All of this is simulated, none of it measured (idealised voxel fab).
You're looking at the process module voxel capacitor over wiring.
Xsec cut, 270 nm wide, square cell size 5 nm.
A cross-section in this document is a grid of square cells, and it is written down as bands, the top band listed before the ones below it; a band is made up of one or more rows of cells.
Per band: top height and bottom height in nm, followed by the left-to-right materials and their widths in nm; "edge to edge" marks a single material spanning edge to edge, "empty" marks empty space.
The reference from which all heights are counted is 0, the level beneath which the as-received wafer is entirely one material; the lowest band, having no lower bound, proceeds downward and is written after the example "top 0, no bottom".
When a width is written as two numbers, as in "30..40", the first number is the width in the top row of cells of the band and the second is the width in its bottom row, and the width changes by the same amount from each row to the next.
What does "nothing got changed" mean for a step? It means no cell of the cross-section changed in that step.
If an empty space has no open way to the top and is at least 8 cells in size, "Fully sealed cavities" lists it, written width x height at distance, where distance is measured from the left edge and every value is in nm.
Text after the settings on a step's line: the simulator's own remark on that step.
Among the settings permitted on a step's line is "overlay nm"; applied to a step with a mask, it specifies the extent to which the mask lay to the right of its planned position, whereas a negative figure signifies a position to the left.

-- Here's what the planned process steps look like
1. RECEIVE [material Si]
2. CONFORMAL_DEP [material SiO2] [thk nm 15]
3. CONFORMAL_DEP [material SiN] [thk nm 5]
4. DIRECTIONAL_DEP [material SiO2] [thk nm 20]
5. DIRECTIONAL_DEP [material aC] [thk nm 15]
6. PATTERN [tone open] [mask id METAL_1] [material resist] [width nm 30] [pitch nm 80] [thk nm 35] [overlay nm 0]
7. DIRECTIONAL_ETCH [etch materials aC] [depth nm 15]
8. STRIP [etch materials resist]
9. DIRECTIONAL_ETCH [etch materials SiO2] [depth nm 20]
10. DIRECTIONAL_ETCH [etch materials SiN] [depth nm 5]
11. STRIP [etch materials aC]
12. CONFORMAL_DEP [material TiN] [thk nm 5]
13. FILL_DEP [material Cu] [thk nm 5]
14. CMP [height nm 40]
15. CONFORMAL_DEP [material SiCN] [thk nm 5]
16. DIRECTIONAL_DEP [material lowk] [thk nm 20]
17. MASKED_ETCH [tone open] [mask id PLUG_1] [width nm 15] [etch materials lowk] [depth nm 20] [overlay nm 0]
18. MASKED_ETCH [tone open] [mask id PLUG_1] [width nm 15] [etch materials SiCN] [depth nm 5] [overlay nm 0]
19. CONFORMAL_DEP [material TiN] [thk nm 5]
20. FILL_DEP [material Cu] [thk nm 5]
21. CMP [height nm 65]
22. DIRECTIONAL_DEP [material TiN] [thk nm 10]
23. DIRECTIONAL_DEP [material HfO2] [thk nm 5]
24. DIRECTIONAL_DEP [material TiN] [thk nm 5]
25. PATTERN [tone cover] [mask id UPPER_PLATE] [material resist] [width nm 55] [thk nm 15] [overlay nm 0]
26. DIRECTIONAL_ETCH [etch materials TiN] [depth nm 5]
27. DIRECTIONAL_ETCH [etch materials HfO2] [depth nm 5]
28. STRIP [etch materials resist]
29. DIRECTIONAL_DEP [material aC] [thk nm 10]
30. PATTERN [tone cover] [mask id LOWER_PLATE] [material resist] [width nm 65] [thk nm 25] [overlay nm 0]
31. DIRECTIONAL_ETCH [etch materials aC] [depth nm 10]
32. STRIP [etch materials resist]
33. DIRECTIONAL_ETCH [etch materials TiN] [depth nm 10]
34. STRIP [etch materials aC]
35. FILL_DEP [material SiO2] [thk nm 15]
36. CMP [height nm 95]
37. DIRECTIONAL_DEP [material aC] [thk nm 10]
38. PATTERN [tone open] [mask id PLUG_2] [material resist] [width nm 15] [thk nm 30] [overlay nm 0]
39. DIRECTIONAL_ETCH [etch materials aC] [depth nm 10]
40. STRIP [etch materials resist]
41. DIRECTIONAL_ETCH [etch materials SiO2] [depth nm 10]
42. STRIP [etch materials aC]
43. CONFORMAL_DEP [material TiN] [thk nm 5]
44. FILL_DEP [material Ru] [thk nm 5]
45. CMP [height nm 95]
46. CONFORMAL_DEP [material SiN] [thk nm 5]

-- Cross-section of the wafer as it came to us, i.e., already through step 1
* top 0, no bottom  Si edge to edge
* Fully sealed cavities: none

-- The first of the two wafers as seen in cross-section once the module was finished; processing followed the plan
* top 100, bottom 95  SiN edge to edge
* top 95, bottom 90  SiO2 (105) | TiN (5) | Ru (5) | TiN (5) | SiO2 (150)
* top 90, bottom 80  SiO2 (105..95) | TiN (15..55) | SiO2 (150..120)
* top 80, bottom 75  SiO2 (95) | HfO2 (55) | SiO2 (120)
* top 75, bottom 65  SiO2 (90) | TiN (65) | SiO2 (115)
* top 65, bottom 45  lowk (95) | TiN (5) | Cu (5) | TiN (5) | lowk (160)
* top 45, bottom 40  SiCN (95) | TiN (15) | SiCN (160)
* top 40, bottom 20  SiO2 (80) | TiN (5) | Cu (20) | TiN (5) | SiO2 (50) | TiN (5) | Cu (20) | TiN (5) | SiO2 (80)
* top 20, bottom 15  SiN (80) | TiN (30) | SiN (50) | TiN (30) | SiN (80)
* top 15, bottom 0  SiO2 edge to edge
* top 0, no bottom  Si edge to edge
* Fully sealed cavities: none

-- What the second wafer looks like in cross-section once the module is done. Its start and its plan matched the first wafer's exactly; what differed was one mistake in how it was run
* top 100, bottom 95  SiN edge to edge
* top 95, bottom 90  SiO2 (105) | TiN (5) | Ru (5) | TiN (5) | SiO2 (150)
* top 90, bottom 80  SiO2 (105..95) | TiN (15..55) | SiO2 (150..120)
* top 80, bottom 75  SiO2 (95) | HfO2 (55) | SiO2 (120)
* top 75, bottom 65  SiO2 (90) | TiN (65) | SiO2 (115)
* top 65, bottom 45  lowk (95) | TiN (5) | Cu (5) | TiN (5) | lowk (160)
* top 45, bottom 40  SiCN (95) | TiN (15) | SiCN (160)
* top 40, bottom 20  SiO2 (80) | TiN (5) | SiCN (20) | TiN (5) | SiO2 (50) | TiN (5) | SiCN (20) | TiN (5) | SiO2 (80)
* top 20, bottom 15  SiN (80) | TiN (30) | SiN (50) | TiN (30) | SiN (80)
* top 15, bottom 0  SiO2 edge to edge
* top 0, no bottom  Si edge to edge
* Fully sealed cavities: none
Deviation from plan: heads up, step 13 didn't go per plan, it actually ran as FILL_DEP [material SiCN] [thk nm 5]
Final cells, second wafer relative to first, materials higher or lower: 32 fewer of Cu; 32 more of SiCN
